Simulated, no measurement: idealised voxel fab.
The process module presented herein is designated voxel self aligned contacts.
Each square cell in cross-section cut measures 5 nm, and the section as a whole is 200 nm wide.
Each cross-section below is a grid of square cells, stated as bands in top-down order, with one or more rows of cells making up each band.
What a band's entry tells you: where the top is and where the bottom is, as heights in nm, and after that what lies inside, material by material from left to right, each with its width in nm. Empty space is written as the word "blank", and a single material marked with the word "throughout" occupies the band from edge to edge.
Convention: height 0 is the level below which the wafer, as received, is all one material. The lowest band does not terminate at the bottom but continues downward, represented as "top 0, no bottom".
With a width like "30..40", each row of cells in the band differs from the next by the same amount, the top row carrying the first number and the bottom row the second.
Any step labelled "nothing different" changed none of the cells in the cross-section.
"Closed internal voids": empty spaces of 8 cells or more with no open way to the top, each given as width x height at distance, distance from the left edge, all in nm.
Read whatever lies past the settings on a step's line as the simulator's own remark about the step.
overlay nm: right-of-plan distance of the mask on a masked step; negative values mean left-of-plan.
### The process steps that were planned are listed below
1) RECEIVE (material Si)
2) OXIDIZE (depth nm 5)
3) DIRECTIONAL_DEP (material polySi; thk nm 20)
4) DIRECTIONAL_DEP (material SiN; thk nm 25)
5) DIRECTIONAL_DEP (material aC; thk nm 10)
6) PATTERN (tone cover; mask id GATE; material resist; width nm 30; pitch nm 65; thk nm 30; overlay nm 0)
7) DIRECTIONAL_ETCH (etch materials aC; depth nm 10)
8) STRIP (etch materials resist)
9) DIRECTIONAL_ETCH (etch materials SiN; depth nm 25)
10) DIRECTIONAL_ETCH (etch materials polySi; depth nm 20)
11) STRIP (etch materials aC)
12) CONFORMAL_DEP (material SiN; thk nm 10)
13) DIRECTIONAL_ETCH (etch materials SiN; depth nm 10)
14) FILL_DEP (material SiO2; thk nm 20)
15) CMP (height nm 55)
16) MASKED_ETCH (tone open; mask id CONTACT; width nm 45; pitch nm 65; etch materials SiO2; depth nm 60; overlay nm 0)
17) CONFORMAL_DEP (material TiN; thk nm 5)
18) FILL_DEP (material Ru; thk nm 10)
19) CMP (height nm 55)
20) CONFORMAL_DEP (material SiN; thk nm 5)
### Cross-section of the wafer upon arrival, representing the state reached after step 1
top 0, no bottom  Si throughout
Closed internal voids: none
### first wafer at the end, as planned
top 60, bottom 55  SiN throughout
top 55, bottom 45  45 SiO2, then 5..20 TiN, then 35..5 Ru, then 5..20 TiN, then 20 SiO2, then 5..20 TiN, then 35..5 Ru, then 5..20 TiN, then 45 SiO2
top 45, bottom 20  10 SiO2, then 50 SiN, then 5 TiN, then 5 Ru, then 5 TiN, then 50 SiN, then 5 TiN, then 5 Ru, then 5 TiN, then 50 SiN, then 10 SiO2
top 20, bottom 0  10 SiO2, then 10 SiN, then 30 polySi, then 10 SiN, then 5 TiN, then 5 Ru, then 5 TiN, then 10 SiN, then 30 polySi, then 10 SiN, then 5 TiN, then 5 Ru, then 5 TiN, then 10 SiN, then 30 polySi, then 10 SiN, then 10 SiO2
top 0, bottom -5  60 SiO2, then 15 TiN, then 50 SiO2, then 15 TiN, then 60 SiO2
top -5, no bottom  Si throughout
Closed internal voids: none
### second wafer at the end: like start, like plan, one mistake
top 60, bottom 55  SiN throughout
top 55, bottom 45  45 SiO2, then 5..20 TiN, then 35..5 Ru, then 5..20 TiN, then 20 SiO2, then 5..20 TiN, then 35..5 Ru, then 5..20 TiN, then 45 SiO2
top 45, bottom 20  10 SiO2, then 50 SiN, then 5 TiN, then 5 Ru, then 5 TiN, then 50 SiN, then 5 TiN, then 5 Ru, then 5 TiN, then 50 SiN, then 10 SiO2
top 20, bottom 10  10 SiO2, then 10 SiN, then 30 polySi, then 10 SiN, then 5 TiN, then 5 Ru, then 5 TiN, then 10 SiN, then 30 polySi, then 10 SiN, then 5 TiN, then 5 Ru, then 5 TiN, then 10 SiN, then 30 polySi, then 10 SiN, then 10 SiO2
top 10, bottom 5  10 SiO2, then 10 SiN, then 30 polySi, then 10 SiN, then 15 TiN, then 10 SiN, then 30 polySi, then 10 SiN, then 15 TiN, then 10 SiN, then 30 polySi, then 10 SiN, then 10 SiO2
top 5, bottom 0  polySi throughout
top 0, bottom -5  SiO2 throughout
top -5, no bottom  Si throughout
Closed internal voids: none
What broke from the plan during processing? step 10 went in with a setting other than planned; the actual run was DIRECTIONAL_ETCH (etch materials polySi; depth nm 15)
Wrapping up, a cell-based count of both wafers puts the second over or under the first for these materials: -4 Ru | -12 SiN | +2 SiO2 | -8 TiN | +22 polySi
